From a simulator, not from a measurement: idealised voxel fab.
The following process module bears the name voxel self aligned contacts.
This is section cut - it's 230 nm across, gridded in 5 nm square cells.
Heads up, the way a cross-section reads in here is a grid of square cells, handed over as bands from the top down, with every band being one or more rows of cells. Look at the band entry: it leads with the top's height and the bottom's height in nm. Then it lists the materials left to right, with a width in nm for each. The word "throughout" on a single material says that material fills the band edge to edge. The word "empty" is empty space. Counting heights begins at 0, where everything beneath is, in the wafer as received, one material. The lowest band has no bottom; it goes on downwards, as "0 down" shows. With a width like "30 to 40", each row of cells in the band differs from the next by the same amount, the top row carrying the first number and the bottom row the second. A step reported as "remained unchanged" is a step in which no cell of the cross-section changed. If an empty space has no open way to the top and is at least 8 cells in size, "Sealed-off cavities" lists it, written width x height at distance, where distance is measured from the left edge and every value is in nm. Step line, after settings: the simulator's comment on this step. overlay nm: right-of-plan distance of the mask on a masked step; negative values mean left-of-plan.

INTENDED PROCESS STEPS
1: op RECEIVE | material Si
2: op OXIDIZE | depth nm 5
3: op DIRECTIONAL_DEP | material polySi | thk nm 30
4: op DIRECTIONAL_DEP | material SiN | thk nm 20
5: op PATTERN | tone cover | mask id GATE | material resist | width nm 25 | pitch nm 70 | thk nm 20 | overlay nm 0
6: op DIRECTIONAL_ETCH | etch materials SiN | depth nm 20
7: op DIRECTIONAL_ETCH | etch materials polySi | depth nm 30
8: op STRIP | etch materials resist
9: op CONFORMAL_DEP | material SiN | thk nm 5
10: op DIRECTIONAL_ETCH | etch materials SiN | depth nm 5
11: op FILL_DEP | material SiO2 | thk nm 20
12: op CMP | height nm 60
13: op MASKED_ETCH | tone open | mask id CONTACT | width nm 55 | etch materials SiO2 | depth nm 65 | overlay nm 0
14: op CONFORMAL_DEP | material TiN | thk nm 5
15: op FILL_DEP | material W | thk nm 5
16: op CMP | height nm 60
17: op CONFORMAL_DEP | material SiN | thk nm 5
The value of width nm given for step 5 in the plan refers to the first wafer; the wafers vary in this setting and are alike at the start.

THE AS-RECEIVED CROSS-SECTION OF THE FIRST OF SEVERAL WAFERS CORRESPONDS TO THE STATE AFTER STEP 1
    0 down | Si throughout
    Sealed-off cavities: none

PER WAFER (ROW), END OF MODULE: DELTA IN CELLS PER MATERIAL SINCE RECEIPT, (+) FOR GAINED, (-) FOR LOST; CLOSED VOIDS AFTER THAT
width nm 25, -46 Si, +126 SiN, +359 SiO2, +35 TiN, +64 W, +60 polySi, Sealed-off cavities: none
width nm 30, -46 Si, +134 SiN, +350 SiO2, +35 TiN, +53 W, +72 polySi, Sealed-off cavities: none
width nm 35, -46 Si, +142 SiN, +341 SiO2, +35 TiN, +42 W, +84 polySi, Sealed-off cavities: none
width nm 40, -46 Si, +150 SiN, +332 SiO2, +35 TiN, +31 W, +96 polySi, Sealed-off cavities: none
width nm 45, -46 Si, +158 SiN, +323 SiO2, +35 TiN, +20 W, +108 polySi, Sealed-off cavities: none
width nm 50, -46 Si, +166 SiN, +314 SiO2, +35 TiN, +9 W, +120 polySi, Sealed-off cavities: none
